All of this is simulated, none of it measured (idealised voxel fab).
voxel air gaps: a process module
The cross-section on display is named cut; it measures 285 nm wide, and its cells are 5 nm squares.
Each cross-section below is a grid of square cells, stated as bands in top-down order, with one or more rows of cells making up each band.
Read a band's entry like this: the first values are the height of its top and the height of its bottom in nm, and what follows is the sequence of materials from left to right, each with its width in nm. Note that "air" is empty space, and that a single material marked "everywhere" reaches across the band from edge to edge.
Convention: height 0 is the level below which the wafer, as received, is all one material. The lowest band does not terminate at the bottom but continues downward, represented as "from 0 down".
The two numbers in a width such as "30..40" mark its ends across the band: the first belongs to the top row of cells, the second to the bottom row, and from each row to the next the width moves by the same amount.
For the purposes of this document, the phrase "everything unchanged" attached to a step denotes that no cell within the cross-section was modified by that step.
"Tabulated closed voids" enumerates empty spaces isolated from the top, with no open way to it, that contain at least 8 cells, giving each as width x height at distance from the left edge, all three in nm.
Step line, after settings: the simulator's comment on this step.
A step's line can hold "overlay nm"; with a mask on that step, the setting says how far right of the planned place the mask lay, while a negative setting says it lay to the left.
## Process steps foreseen in the plan
1) RECEIVE, material Si
2) CONFORMAL_DEP, material SiO2, thk nm 15
3) CONFORMAL_DEP, material SiN, thk nm 5
4) DIRECTIONAL_DEP, material lowk, thk nm 30
5) MASKED_ETCH, tone open, mask id LINES, width nm 20, pitch nm 50, etch materials lowk, depth nm 30, overlay nm 0
6) CONFORMAL_DEP, material TiN, thk nm 5
7) FILL_DEP, material Cu, thk nm 10
8) CMP, height nm 50
9) EPI, material Ru, thk nm 10
10) SELECTIVE_ETCH, etch materials lowk, depth nm 40
11) CONFORMAL_DEP, material SiCN, thk nm 5
## Step 1 complete: cross-section of the wafer as received
    from 0 down | Si everywhere
    Tabulated closed voids: none
## Result of the module, cross-sectioned: start per above, plan per above, one error in how it was run
    from 65 to 60 | SiCN everywhere
    from 60 to 20 | Ru everywhere
    from 20 to 15 | SiN everywhere
    from 15 to 0 | SiO2 everywhere
    from 0 down | Si everywhere
    Tabulated closed voids: none
Short version of what went wrong: planned and actual differ for step 4; actual: DIRECTIONAL_DEP, material Ru, thk nm 30
